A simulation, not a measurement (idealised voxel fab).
process module | voxel transistor to metal
cross-section cut | 160 nm wide | cells 5 nm
A cross-section is a grid of square cells, given in bands from the top down. A band is one or more rows of cells.
Each band's line starts with the height of the band's top and of its bottom, in nm. Then come its materials from left to right, each with its width in nm. One material with "throughout" fills the band from edge to edge. "air" is empty space.
Height 0 is the level under which the wafer as received is all one material. The lowest band goes on downwards, as in "0 down".
A width such as "30 to 40" changes by the same amount from each row of cells to the next, from the band's top row to its bottom row.
"no change" after a step means that no cell of the cross-section changed.
closed voids: empty space of 8 cells or more with no open way to the top, each as width x height at its distance from the left edge, in nm
after a step's settings: what the simulator itself notes on the step
overlay nm, on a step with a mask: how far to the right of its planned place the mask lay; to the left if negative
Each pair below shows a cross-section before one step and the cross-section after it, down to the lowest band that changed. The line under each pair gives the step between them, with its settings. The pairs can come from different runs of this module on the same starting wafer, so a pair continues from the pair above only where its "before" says so.
before
  65 to 45: air 25 | Ru 20 | air 65 | Ru 20 | air 30
  45 to 40: air 25 | TiN 20 | air 65 | TiN 20 | air 30
  40 to 25: SiO2 25 | TiN 5 | Ru 10 | TiN 5 | SiO2 65 | TiN 5 | Ru 10 | TiN 5 | SiO2 30
  25 to 20: SiO2 25 | TiN 5 | Ru 10 | TiN 5 | SiO2 10 | SiN 5 | SiO2 5 | SiCN 25 | SiO2 5 | SiN 5 | SiO2 10 | TiN 5 | Ru 10 | TiN 5 | SiO2 30
  20 to 0: SiO2 25 | TiN 5 | Ru 10 | TiN 5 | SiO2 10 | SiN 5 | SiO2 5 | polySi 25 | SiO2 5 | SiN 5 | SiO2 10 | TiN 5 | Ru 10 | TiN 5 | SiO2 30
  0 to -5: SiO2 15 | SiN 5 | SiO2 5 | TiN 5 | Ru 10 | TiN 5 | SiO2 10 | SiN 5 | SiO2 5 | polySi 25 | SiO2 5 | SiN 5 | SiO2 10 | TiN 5 | Ru 10 | TiN 5 | SiO2 5 | SiN 5 | SiO2 20
  -5 to -10: SiO2 25 | TiN 20 | SiO2 5 | nSi 5 | SiO2 45 | nSi 5 | SiO2 5 | TiN 20 | SiO2 30
  -10 to -15: SiO2 20 | nSi 35 | Si 45 | nSi 35 | SiO2 25
  -15 to -40: SiO2 20 | Si 115 | SiO2 25
  -40 down: Si throughout
  closed voids: none
after
  70 to 65: air 20 | SiN 30 | air 55 | SiN 30 | air 25
  65 to 45: air 20 | SiN 5 | Ru 20 | SiN 5 | air 55 | SiN 5 | Ru 20 | SiN 5 | air 25
  45 to 40: SiN 25 | TiN 20 | SiN 65 | TiN 20 | SiN 30
  below 40: unchanged
  closed voids: none
the step between: op CONFORMAL_DEP | material SiN | thk nm 5
before: the cross-section after the pair above
after
  80 to 70: SiO2 throughout
  70 to 65: SiO2 20 | SiN 30 | SiO2 55 | SiN 30 | SiO2 25
  65 to 45: SiO2 20 | SiN 5 | Ru 20 | SiN 5 | SiO2 55 | SiN 5 | Ru 20 | SiN 5 | SiO2 25
  below 45: unchanged
  closed voids: none
the step between: op FILL_DEP | material SiO2 | thk nm 10
before: the cross-section after the pair above
after
  65 to 45: SiO2 20 | SiN 5 | Ru 20 | SiN 5 | SiO2 55 | SiN 5 | Ru 20 | SiN 5 | SiO2 25
  below 45: unchanged
  closed voids: none
the step between: op CMP | height nm 65
before: the cross-section after the pair above
after
  70 to 65: SiCN throughout
  below 65: unchanged
  closed voids: none
the step between: op CONFORMAL_DEP | material SiCN | thk nm 5
before
  65 to 45: Ru throughout
  45 to 40: TiN throughout
  40 to 25: SiO2 25 | TiN 5 | Ru 10 | TiN 5 | SiO2 65 | TiN 5 | Ru 10 | TiN 5 | SiO2 30
  25 to 15: SiO2 25 | TiN 5 | Ru 10 | TiN 5 | SiO2 10 | SiN 5 | SiO2 5 | SiCN 25 | SiO2 5 | SiN 5 | SiO2 10 | TiN 5 | Ru 10 | TiN 5 | SiO2 30
  15 to 0: SiO2 25 | TiN 5 | Ru 10 | TiN 5 | SiO2 10 | SiN 5 | SiO2 5 | polySi 25 | SiO2 5 | SiN 5 | SiO2 10 | TiN 5 | Ru 10 | TiN 5 | SiO2 30
  0 to -5: SiO2 15 | SiN 5 | SiO2 5 | TiN 5 | Ru 10 | TiN 5 | SiO2 10 | SiN 5 | SiO2 5 | polySi 25 | SiO2 5 | SiN 5 | SiO2 10 | TiN 5 | Ru 10 | TiN 5 | SiO2 5 | SiN 5 | SiO2 20
  -5 to -10: SiO2 25 | TiN 20 | SiO2 5 | nSi 5 | SiO2 45 | nSi 5 | SiO2 5 | TiN 20 | SiO2 30
  -10 to -15: SiO2 20 | nSi 35 | Si 45 | nSi 35 | SiO2 25
  -15 to -40: SiO2 20 | Si 115 | SiO2 25
  -40 down: Si throughout
  closed voids: none
after
  85 to 65: air 20 | resist 30 | air 55 | resist 30 | air 25
  below 65: unchanged
  closed voids: none
the step between: op PATTERN | tone cover | mask id METAL_1 | material resist | width nm 30 | pitch nm 85 | thk nm 20 | overlay nm 0
before: the cross-section after the pair above
after
  85 to 65: air 20 | resist 30 | air 55 | resist 30 | air 25
  65 to 45: air 20 | Ru 30 | air 55 | Ru 30 | air 25
  below 45: unchanged
  closed voids: none
the step between: op DIRECTIONAL_ETCH | etch materials Ru | depth nm 20
before: the cross-section after the pair above
after
  85 to 65: air 20 | resist 30 | air 55 | resist 30 | air 25
  65 to 45: air 20 | Ru 30 | air 55 | Ru 30 | air 25
  45 to 40: air 20 | TiN 30 | air 55 | TiN 30 | air 25
  below 40: unchanged
  closed voids: none
the step between: op DIRECTIONAL_ETCH | etch materials TiN | depth nm 5
before: the cross-section after the pair above
after
  65 to 45: air 20 | Ru 30 | air 55 | Ru 30 | air 25
  below 45: unchanged
  closed voids: none
the step between: op STRIP | etch materials resist
before: the cross-section after the pair above
after
  70 to 65: air 15 | SiN 40 | air 45 | SiN 40 | air 20
  65 to 45: air 15 | SiN 5 | Ru 30 | SiN 5 | air 45 | SiN 5 | Ru 30 | SiN 5 | air 20
  45 to 40: SiN 20 | TiN 30 | SiN 55 | TiN 30 | SiN 25
  below 40: unchanged
  closed voids: none
the step between: op CONFORMAL_DEP | material SiN | thk nm 5
before: the cross-section after the pair above
after
  80 to 70: SiO2 throughout
  70 to 65: SiO2 15 | SiN 40 | SiO2 45 | SiN 40 | SiO2 20
  65 to 45: SiO2 15 | SiN 5 | Ru 30 | SiN 5 | SiO2 45 | SiN 5 | Ru 30 | SiN 5 | SiO2 20
  below 45: unchanged
  closed voids: none
the step between: op FILL_DEP | material SiO2 | thk nm 10
before: the cross-section after the pair above
after
  65 to 45: SiO2 15 | SiN 5 | Ru 30 | SiN 5 | SiO2 45 | SiN 5 | Ru 30 | SiN 5 | SiO2 20
  below 45: unchanged
  closed voids: none
the step between: op CMP | height nm 65
before: the cross-section after the pair above
after
  70 to 65: SiCN throughout
  below 65: unchanged
  closed voids: none
the step between: op CONFORMAL_DEP | material SiCN | thk nm 5
before
  40 to 35: aC 10 | air 135 | aC 15
  35 to 30: aC throughout
  30 to 25: SiCN 10 | aC 135 | SiCN 15
  25 to 20: SiCN throughout
  20 to 15: polySi 10 | SiCN 135 | polySi 15
  15 to 0: polySi throughout
  0 to -5: SiO2 10 | polySi 135 | SiO2 15
  -5 to -10: SiO2 throughout
  -10 to -40: SiO2 20 | Si 115 | SiO2 25
  -40 down: Si throughout
  closed voids: none
after
  70 to 40: air 55 | resist 25 | air 80
  40 to 35: aC 10 | air 45 | resist 25 | air 65 | aC 15
  below 35: unchanged
  closed voids: none
the step between: op PATTERN | tone cover | mask id GATE | material resist | width nm 25 | thk nm 30 | overlay nm -10
before: the cross-section after the pair above
after
  60 to 35: air 55 | resist 25 | air 80
  35 to 30: air 55 | aC 25 | air 80
  30 to 25: SiCN 10 | air 45 | aC 25 | air 65 | SiCN 15
  below 25: unchanged
  closed voids: none
the step between: op DIRECTIONAL_ETCH | etch materials aC | depth nm 10
before: the cross-section after the pair above
after
  35 to 30: air 55 | aC 25 | air 80
  below 30: unchanged
  closed voids: none
the step between: op STRIP | etch materials resist
before: the cross-section after the pair above
after
  35 to 25: air 55 | aC 25 | air 80
  25 to 20: air 55 | SiCN 25 | air 80
  20 to 15: polySi 10 | air 45 | SiCN 25 | air 65 | polySi 15
  below 15: unchanged
  closed voids: none
the step between: op DIRECTIONAL_ETCH | etch materials SiCN | depth nm 20
before: the cross-section after the pair above
after
  35 to 25: air 55 | aC 25 | air 80
  25 to 15: air 55 | SiCN 25 | air 80
  15 to 0: air 55 | polySi 25 | air 80
  0 to -5: SiO2 10 | air 45 | polySi 25 | air 65 | SiO2 15
  below -5: unchanged
  closed voids: none
the step between: op DIRECTIONAL_ETCH | etch materials polySi | depth nm 30
before: the cross-section after the pair above
after
  25 to 15: air 55 | SiCN 25 | air 80
  below 15: unchanged
  closed voids: none
the step between: op STRIP | etch materials aC
before: the cross-section after the pair above
after
  30 to 25: air 50 | SiO2 35 | air 75
  25 to 15: air 50 | SiO2 5 | SiCN 25 | SiO2 5 | air 75
  15 to 5: air 50 | SiO2 5 | polySi 25 | SiO2 5 | air 75
  5 to 0: SiO2 15 | air 35 | SiO2 5 | polySi 25 | SiO2 5 | air 55 | SiO2 20
  0 to -5: SiO2 55 | polySi 25 | SiO2 80
  below -5: unchanged
  closed voids: none
the step between: op CONFORMAL_DEP | material SiO2 | thk nm 5
before: the cross-section after the pair above
after
  25 to 15: air 50 | SiO2 5 | SiCN 25 | SiO2 5 | air 75
  15 to 0: air 50 | SiO2 5 | polySi 25 | SiO2 5 | air 75
  0 to -5: SiO2 15 | air 35 | SiO2 5 | polySi 25 | SiO2 5 | air 55 | SiO2 20
  below -5: unchanged
  closed voids: none
the step between: op DIRECTIONAL_ETCH | etch materials SiO2 | depth nm 5
before: the cross-section after the pair above
after
  30 to 25: air 45 | SiN 45 | air 70
  25 to 15: air 45 | SiN 5 | SiO2 5 | SiCN 25 | SiO2 5 | SiN 5 | air 70
  15 to 5: air 45 | SiN 5 | SiO2 5 | polySi 25 | SiO2 5 | SiN 5 | air 70
  5 to 0: SiN 20 | air 25 | SiN 5 | SiO2 5 | polySi 25 | SiO2 5 | SiN 5 | air 45 | SiN 25
  0 to -5: SiO2 15 | SiN 35 | SiO2 5 | polySi 25 | SiO2 5 | SiN 55 | SiO2 20
  below -5: unchanged
  closed voids: none
the step between: op CONFORMAL_DEP | material SiN | thk nm 5
before: the cross-section after the pair above
after
  25 to 15: air 45 | SiN 5 | SiO2 5 | SiCN 25 | SiO2 5 | SiN 5 | air 70
  15 to 0: air 45 | SiN 5 | SiO2 5 | polySi 25 | SiO2 5 | SiN 5 | air 70
  0 to -5: SiO2 15 | SiN 5 | air 25 | SiN 5 | SiO2 5 | polySi 25 | SiO2 5 | SiN 5 | air 45 | SiN 5 | SiO2 20
  below -5: unchanged
  closed voids: none
the step between: op DIRECTIONAL_ETCH | etch materials SiN | depth nm 5
before: the cross-section after the pair above
after
  25 to 20: air 45 | SiN 5 | air 5 | SiCN 25 | air 5 | SiN 5 | air 70
  20 to 15: air 45 | SiN 5 | SiO2 5 | SiCN 25 | SiO2 5 | SiN 5 | air 70
  15 to 0: air 45 | SiN 5 | SiO2 5 | polySi 25 | SiO2 5 | SiN 5 | air 70
  0 to -5: air 15 | SiN 5 | air 25 | SiN 5 | SiO2 5 | polySi 25 | SiO2 5 | SiN 5 | air 45 | SiN 5 | air 20
  -5 to -10: SiO2 20 | air 25 | SiO2 45 | air 45 | SiO2 25
  below -10: unchanged
  closed voids: none
the step between: op DIRECTIONAL_ETCH | etch materials SiO2 | depth nm 5
before: the cross-section after the pair above
after
  25 to 20: air 45 | SiN 5 | air 5 | SiCN 25 | air 5 | SiN 5 | air 70
  20 to 15: air 45 | SiN 5 | SiO2 5 | SiCN 25 | SiO2 5 | SiN 5 | air 70
  15 to 0: air 45 | SiN 5 | SiO2 5 | polySi 25 | SiO2 5 | SiN 5 | air 70
  0 to -5: air 15 | SiN 5 | air 25 | SiN 5 | SiO2 5 | polySi 25 | SiO2 5 | SiN 5 | air 45 | SiN 5 | air 20
  -5 to -10: SiO2 20 | air 25 | SiO2 45 | air 45 | SiO2 25
  -10 to -15: SiO2 20 | air 25 | Si 45 | air 45 | SiO2 25
  below -15: unchanged
  closed voids: none
the step between: op DIRECTIONAL_ETCH | etch materials Si | depth nm 5
before: the cross-section after the pair above
after
  25 to 20: air 45 | SiN 5 | air 5 | SiCN 25 | air 5 | SiN 5 | air 70
  20 to 15: air 45 | SiN 5 | SiO2 5 | SiCN 25 | SiO2 5 | SiN 5 | air 70
  15 to 0: air 45 | SiN 5 | SiO2 5 | polySi 25 | SiO2 5 | SiN 5 | air 70
  0 to -5: air 15 | SiN 5 | air 25 | SiN 5 | SiO2 5 | polySi 25 | SiO2 5 | SiN 5 | air 45 | SiN 5 | air 20
  -5 to -10: SiO2 20 | air 20 | nSi 5 | SiO2 45 | nSi 5 | air 40 | SiO2 25
  -10 to -15: SiO2 20 | nSi 25 | Si 45 | nSi 45 | SiO2 25
  below -15: unchanged
  closed voids: none
the step between: op EPI | material nSi | thk nm 5
before: the cross-section after the pair above
after
  35 to 25: SiO2 throughout
  25 to 15: SiO2 45 | SiN 5 | SiO2 5 | SiCN 25 | SiO2 5 | SiN 5 | SiO2 70
  15 to 0: SiO2 45 | SiN 5 | SiO2 5 | polySi 25 | SiO2 5 | SiN 5 | SiO2 70
  0 to -5: SiO2 15 | SiN 5 | SiO2 25 | SiN 5 | SiO2 5 | polySi 25 | SiO2 5 | SiN 5 | SiO2 45 | SiN 5 | SiO2 20
  -5 to -10: SiO2 40 | nSi 5 | SiO2 45 | nSi 5 | SiO2 65
  below -10: unchanged
  closed voids: none
the step between: op FILL_DEP | material SiO2 | thk nm 10
before: the cross-section after the pair above
after
  25 to 15: SiO2 45 | SiN 5 | SiO2 5 | SiCN 25 | SiO2 5 | SiN 5 | SiO2 70
  below 15: unchanged
  closed voids: none
the step between: op CMP | height nm 25
before: the cross-section after the pair above
after
  40 to 25: SiO2 throughout
  below 25: unchanged
  closed voids: none
the step between: op DIRECTIONAL_DEP | material SiO2 | thk nm 15
before: the cross-section after the pair above
after
  40 to 25: SiO2 25 | air 20 | SiO2 65 | air 20 | SiO2 30
  25 to 15: SiO2 25 | air 20 | SiN 5 | SiO2 5 | SiCN 25 | SiO2 5 | SiN 5 | SiO2 20 | air 20 | SiO2 30
  15 to 0: SiO2 25 | air 20 | SiN 5 | SiO2 5 | polySi 25 | SiO2 5 | SiN 5 | SiO2 20 | air 20 | SiO2 30
  0 to -5: SiO2 15 | SiN 5 | SiO2 5 | air 20 | SiN 5 | SiO2 5 | polySi 25 | SiO2 5 | SiN 5 | SiO2 20 | air 20 | SiO2 5 | SiN 5 | SiO2 20
  -5 to -10: SiO2 25 | air 15 | nSi 5 | SiO2 45 | nSi 5 | SiO2 15 | air 20 | SiO2 30
  below -10: unchanged
  closed voids: none
the step between: op MASKED_ETCH | tone open | mask id CONTACT | width nm 20 | pitch nm 85 | etch materials SiO2 | depth nm 50 | overlay nm 0
before: the cross-section after the pair above
after
  45 to 40: TiN 30 | air 10 | TiN 75 | air 10 | TiN 35
  40 to 25: SiO2 25 | TiN 5 | air 10 | TiN 5 | SiO2 65 | TiN 5 | air 10 | TiN 5 | SiO2 30
  25 to 15: SiO2 25 | TiN 5 | air 10 | TiN 5 | SiN 5 | SiO2 5 | SiCN 25 | SiO2 5 | SiN 5 | SiO2 20 | TiN 5 | air 10 | TiN 5 | SiO2 30
  15 to 0: SiO2 25 | TiN 5 | air 10 | TiN 5 | SiN 5 | SiO2 5 | polySi 25 | SiO2 5 | SiN 5 | SiO2 20 | TiN 5 | air 10 | TiN 5 | SiO2 30
  0 to -5: SiO2 15 | SiN 5 | SiO2 5 | TiN 5 | air 5 | TiN 10 | SiN 5 | SiO2 5 | polySi 25 | SiO2 5 | SiN 5 | SiO2 20 | TiN 5 | air 10 | TiN 5 | SiO2 5 | SiN 5 | SiO2 20
  -5 to -10: SiO2 25 | TiN 15 | nSi 5 | SiO2 45 | nSi 5 | SiO2 15 | TiN 20 | SiO2 30
  below -10: unchanged
  closed voids: none
the step between: op CONFORMAL_DEP | material TiN | thk nm 5
before: the cross-section after the pair above
after
  50 to 45: Ru throughout
  45 to 40: TiN 30 | Ru 10 | TiN 75 | Ru 10 | TiN 35
  40 to 25: SiO2 25 | TiN 5 | Ru 10 | TiN 5 | SiO2 65 | TiN 5 | Ru 10 | TiN 5 | SiO2 30
  25 to 15: SiO2 25 | TiN 5 | Ru 10 | TiN 5 | SiN 5 | SiO2 5 | SiCN 25 | SiO2 5 | SiN 5 | SiO2 20 | TiN 5 | Ru 10 | TiN 5 | SiO2 30
  15 to 0: SiO2 25 | TiN 5 | Ru 10 | TiN 5 | SiN 5 | SiO2 5 | polySi 25 | SiO2 5 | SiN 5 | SiO2 20 | TiN 5 | Ru 10 | TiN 5 | SiO2 30
  0 to -5: SiO2 15 | SiN 5 | SiO2 5 | TiN 5 | Ru 5 | TiN 10 | SiN 5 | SiO2 5 | polySi 25 | SiO2 5 | SiN 5 | SiO2 20 | TiN 5 | Ru 10 | TiN 5 | SiO2 5 | SiN 5 | SiO2 20
  below -5: unchanged
  closed voids: none
the step between: op FILL_DEP | material Ru | thk nm 5
before: the cross-section after the pair above
after
  40 to 25: SiO2 25 | TiN 5 | Ru 10 | TiN 5 | SiO2 65 | TiN 5 | Ru 10 | TiN 5 | SiO2 30
  below 25: unchanged
  closed voids: none
the step between: op CMP | height nm 40
before: the cross-section after the pair above
after
  45 to 40: TiN throughout
  below 40: unchanged
  closed voids: none
the step between: op DIRECTIONAL_DEP | material TiN | thk nm 5
before: the cross-section after the pair above
after
  65 to 45: Ru throughout
  below 45: unchanged
  closed voids: none
the step between: op DIRECTIONAL_DEP | material Ru | thk nm 20
before: the cross-section after the pair above
after
  85 to 65: air 25 | resist 20 | air 65 | resist 20 | air 30
  below 65: unchanged
  closed voids: none
the step between: op PATTERN | tone cover | mask id METAL_1 | material resist | width nm 20 | pitch nm 85 | thk nm 20 | overlay nm 0
before: the cross-section after the pair above
after
  85 to 65: air 25 | resist 20 | air 65 | resist 20 | air 30
  65 to 45: air 25 | Ru 20 | air 65 | Ru 20 | air 30
  below 45: unchanged
  closed voids: none
the step between: op DIRECTIONAL_ETCH | etch materials Ru | depth nm 20
before: the cross-section after the pair above
after
  85 to 65: air 25 | resist 20 | air 65 | resist 20 | air 30
  65 to 45: air 25 | Ru 20 | air 65 | Ru 20 | air 30
  45 to 40: air 25 | TiN 20 | air 65 | TiN 20 | air 30
  below 40: unchanged
  closed voids: none
the step between: op DIRECTIONAL_ETCH | etch materials TiN | depth nm 5
before: the cross-section after the pair above
after
  65 to 45: air 25 | Ru 20 | air 65 | Ru 20 | air 30
  below 45: unchanged
  closed voids: none
the step between: op STRIP | etch materials resist
before: the cross-section after the pair above
after
  70 to 65: air 20 | SiN 30 | air 55 | SiN 30 | air 25
  65 to 45: air 20 | SiN 5 | Ru 20 | SiN 5 | air 55 | SiN 5 | Ru 20 | SiN 5 | air 25
  45 to 40: SiN 25 | TiN 20 | SiN 65 | TiN 20 | SiN 30
  below 40: unchanged
  closed voids: none
the step between: op CONFORMAL_DEP | material SiN | thk nm 5
before: the cross-section after the pair above
after
  80 to 70: SiO2 throughout
  70 to 65: SiO2 20 | SiN 30 | SiO2 55 | SiN 30 | SiO2 25
  65 to 45: SiO2 20 | SiN 5 | Ru 20 | SiN 5 | SiO2 55 | SiN 5 | Ru 20 | SiN 5 | SiO2 25
  below 45: unchanged
  closed voids: none
the step between: op FILL_DEP | material SiO2 | thk nm 10
before: the cross-section after the pair above
after
  65 to 45: SiO2 20 | SiN 5 | Ru 20 | SiN 5 | SiO2 55 | SiN 5 | Ru 20 | SiN 5 | SiO2 25
  below 45: unchanged
  closed voids: none
the step between: op CMP | height nm 65
before: the cross-section after the pair above
after
  70 to 65: SiCN throughout
  below 65: unchanged
  closed voids: none
the step between: op CONFORMAL_DEP | material SiCN | thk nm 5
before
  20 to 15: polySi 10 | air 135 | polySi 15
  15 to 0: polySi throughout
  0 to -5: SiO2 10 | polySi 135 | SiO2 15
  -5 to -10: SiO2 throughout
  -10 to -40: SiO2 20 | Si 115 | SiO2 25
  -40 down: Si throughout
  closed voids: none
after
  30 to 25: SiO2 10 | air 135 | SiO2 15
  25 to 20: SiO2 throughout
  20 to 15: polySi 10 | SiO2 135 | polySi 15
  below 15: unchanged
  closed voids: none
the step between: op DIRECTIONAL_DEP | material SiO2 | thk nm 10
before: the cross-section after the pair above
after
  40 to 35: aC 10 | air 135 | aC 15
  35 to 30: aC throughout
  30 to 25: SiO2 10 | aC 135 | SiO2 15
  below 25: unchanged
  closed voids: none
the step between: op DIRECTIONAL_DEP | material aC | thk nm 10
before: the cross-section after the pair above
after
  70 to 40: air 65 | resist 25 | air 70
  40 to 35: aC 10 | air 55 | resist 25 | air 55 | aC 15
  below 35: unchanged
  closed voids: none
the step between: op PATTERN | tone cover | mask id GATE | material resist | width nm 25 | thk nm 30 | overlay nm 0
before: the cross-section after the pair above
after
  60 to 35: air 65 | resist 25 | air 70
  35 to 30: air 65 | aC 25 | air 70
  30 to 25: SiO2 10 | air 55 | aC 25 | air 55 | SiO2 15
  below 25: unchanged
  closed voids: none
the step between: op DIRECTIONAL_ETCH | etch materials aC | depth nm 10
before: the cross-section after the pair above
after
  35 to 30: air 65 | aC 25 | air 70
  below 30: unchanged
  closed voids: none
the step between: op STRIP | etch materials resist
before: the cross-section after the pair above
after
  30 to 25: SiO2 10 | air 135 | SiO2 15
  below 25: unchanged
  closed voids: none
the step between: op STRIP | etch materials aC
before: the cross-section after the pair above
after
  35 to 30: SiO2 15 | air 125 | SiO2 20
  30 to 20: SiO2 throughout
  below 20: unchanged
  closed voids: none
the step between: op CONFORMAL_DEP | material SiO2 | thk nm 5
before: the cross-section after the pair above
after
  30 to 25: SiO2 15 | air 125 | SiO2 20
  below 25: unchanged
  closed voids: none
the step between: op DIRECTIONAL_ETCH | etch materials SiO2 | depth nm 5
before: the cross-section after the pair above
after
  35 to 30: SiN 20 | air 115 | SiN 25
  30 to 25: SiO2 15 | SiN 125 | SiO2 20
  below 25: unchanged
  closed voids: none
the step between: op CONFORMAL_DEP | material SiN | thk nm 5
before: the cross-section after the pair above
after
  30 to 25: SiO2 15 | SiN 5 | air 115 | SiN 5 | SiO2 20
  below 25: unchanged
  closed voids: none
the step between: op DIRECTIONAL_ETCH | etch materials SiN | depth nm 5
before: the cross-section after the pair above
after
  30 to 25: air 15 | SiN 5 | air 115 | SiN 5 | air 20
  25 to 20: SiO2 20 | air 115 | SiO2 25
  below 20: unchanged
  closed voids: none
the step between: op DIRECTIONAL_ETCH | etch materials SiO2 | depth nm 5
before: the cross-section after the pair above
after
  40 to 30: SiO2 throughout
  30 to 25: SiO2 15 | SiN 5 | SiO2 115 | SiN 5 | SiO2 20
  25 to 20: SiO2 throughout
  below 20: unchanged
  closed voids: none
the step between: op FILL_DEP | material SiO2 | thk nm 10
before: the cross-section after the pair above
after
  25 to 20: SiO2 throughout
  below 20: unchanged
  closed voids: none
the step between: op CMP | height nm 25
before: the cross-section after the pair above
after
  40 to 20: SiO2 throughout
  below 20: unchanged
  closed voids: none
the step between: op DIRECTIONAL_DEP | material SiO2 | thk nm 15
before: the cross-section after the pair above
after
  40 to 20: SiO2 25 | air 20 | SiO2 65 | air 20 | SiO2 30
  20 to 15: polySi 10 | SiO2 15 | air 20 | SiO2 65 | air 20 | SiO2 15 | polySi 15
  below 15: unchanged
  closed voids: none
the step between: op MASKED_ETCH | tone open | mask id CONTACT | width nm 20 | pitch nm 85 | etch materials SiO2 | depth nm 50 | overlay nm 0
before: the cross-section after the pair above
after
  45 to 40: TiN 30 | air 10 | TiN 75 | air 10 | TiN 35
  40 to 20: SiO2 25 | TiN 5 | air 10 | TiN 5 | SiO2 65 | TiN 5 | air 10 | TiN 5 | SiO2 30
  20 to 15: polySi 10 | SiO2 15 | TiN 20 | SiO2 65 | TiN 20 | SiO2 15 | polySi 15
  below 15: unchanged
  closed voids: none
the step between: op CONFORMAL_DEP | material TiN | thk nm 5
before: the cross-section after the pair above
after
  50 to 45: Ru throughout
  45 to 40: TiN 30 | Ru 10 | TiN 75 | Ru 10 | TiN 35
  40 to 20: SiO2 25 | TiN 5 | Ru 10 | TiN 5 | SiO2 65 | TiN 5 | Ru 10 | TiN 5 | SiO2 30
  below 20: unchanged
  closed voids: none
the step between: op FILL_DEP | material Ru | thk nm 5
before: the cross-section after the pair above
after
  40 to 20: SiO2 25 | TiN 5 | Ru 10 | TiN 5 | SiO2 65 | TiN 5 | Ru 10 | TiN 5 | SiO2 30
  below 20: unchanged
  closed voids: none
the step between: op CMP | height nm 40
before: the cross-section after the pair above
after
  45 to 40: TiN throughout
  below 40: unchanged
  closed voids: none
the step between: op DIRECTIONAL_DEP | material TiN | thk nm 5
before: the cross-section after the pair above
after
  65 to 45: Ru throughout
  below 45: unchanged
  closed voids: none
the step between: op DIRECTIONAL_DEP | material Ru | thk nm 20
before: the cross-section after the pair above
after
  85 to 65: air 25 | resist 20 | air 65 | resist 20 | air 30
  below 65: unchanged
  closed voids: none
the step between: op PATTERN | tone cover | mask id METAL_1 | material resist | width nm 20 | pitch nm 85 | thk nm 20 | overlay nm 0
before: the cross-section after the pair above
after
  85 to 65: air 25 | resist 20 | air 65 | resist 20 | air 30
  65 to 45: air 25 | Ru 20 | air 65 | Ru 20 | air 30
  below 45: unchanged
  closed voids: none
the step between: op DIRECTIONAL_ETCH | etch materials Ru | depth nm 20
before: the cross-section after the pair above
after
  85 to 65: air 25 | resist 20 | air 65 | resist 20 | air 30
  65 to 45: air 25 | Ru 20 | air 65 | Ru 20 | air 30
  45 to 40: air 25 | TiN 20 | air 65 | TiN 20 | air 30
  below 40: unchanged
  closed voids: none
the step between: op DIRECTIONAL_ETCH | etch materials TiN | depth nm 5
before: the cross-section after the pair above
after
  65 to 45: air 25 | Ru 20 | air 65 | Ru 20 | air 30
  below 45: unchanged
  closed voids: none
the step between: op STRIP | etch materials resist
before: the cross-section after the pair above
after
  70 to 65: air 20 | SiN 30 | air 55 | SiN 30 | air 25
  65 to 45: air 20 | SiN 5 | Ru 20 | SiN 5 | air 55 | SiN 5 | Ru 20 | SiN 5 | air 25
  45 to 40: SiN 25 | TiN 20 | SiN 65 | TiN 20 | SiN 30
  below 40: unchanged
  closed voids: none
the step between: op CONFORMAL_DEP | material SiN | thk nm 5
before: the cross-section after the pair above
after
  80 to 70: SiO2 throughout
  70 to 65: SiO2 20 | SiN 30 | SiO2 55 | SiN 30 | SiO2 25
  65 to 45: SiO2 20 | SiN 5 | Ru 20 | SiN 5 | SiO2 55 | SiN 5 | Ru 20 | SiN 5 | SiO2 25
  below 45: unchanged
  closed voids: none
the step between: op FILL_DEP | material SiO2 | thk nm 10
before: the cross-section after the pair above
after
  65 to 45: SiO2 20 | SiN 5 | Ru 20 | SiN 5 | SiO2 55 | SiN 5 | Ru 20 | SiN 5 | SiO2 25
  below 45: unchanged
  closed voids: none
the step between: op CMP | height nm 65
before: the cross-section after the pair above
after
  70 to 65: SiCN throughout
  below 65: unchanged
  closed voids: none
the step between: op CONFORMAL_DEP | material SiCN | thk nm 5
before
  40 to 25: SiO2 throughout
  25 to 15: SiO2 55 | SiN 5 | SiO2 5 | SiCN 25 | SiO2 5 | SiN 5 | SiO2 60
  15 to 0: SiO2 55 | SiN 5 | SiO2 5 | polySi 25 | SiO2 5 | SiN 5 | SiO2 60
  0 to -5: SiO2 15 | SiN 5 | SiO2 35 | SiN 5 | SiO2 5 | polySi 25 | SiO2 5 | SiN 5 | SiO2 35 | SiN 5 | SiO2 20
  -5 to -10: SiO2 50 | nSi 5 | SiO2 45 | nSi 5 | SiO2 55
  -10 to -15: SiO2 20 | nSi 35 | Si 45 | nSi 35 | SiO2 25
  -15 to -40: SiO2 20 | Si 115 | SiO2 25
  -40 down: Si throughout
  closed voids: none
after
  40 to 25: air 25 | SiO2 20 | air 65 | SiO2 20 | air 30
  25 to 15: air 25 | SiO2 20 | air 10 | SiN 5 | air 5 | SiCN 25 | air 5 | SiN 5 | air 10 | SiO2 20 | air 30
  15 to 0: air 25 | SiO2 20 | air 10 | SiN 5 | air 5 | polySi 25 | air 5 | SiN 5 | air 10 | SiO2 20 | air 30
  0 to -5: air 15 | SiN 5 | air 5 | SiO2 20 | air 10 | SiN 5 | air 5 | polySi 25 | air 5 | SiN 5 | air 10 | SiO2 20 | air 5 | SiN 5 | air 20
  -5 to -10: air 15 | SiO2 5 | air 5 | SiO2 20 | air 5 | nSi 5 | SiO2 5 | air 5 | SiO2 25 | air 5 | SiO2 5 | nSi 5 | air 5 | SiO2 20 | air 5 | SiO2 5 | air 20
  below -10: unchanged
  closed voids: none
the step between: op MASKED_ETCH | tone cover | mask id CONTACT | width nm 20 | pitch nm 85 | etch materials SiO2 | depth nm 50 | overlay nm 0
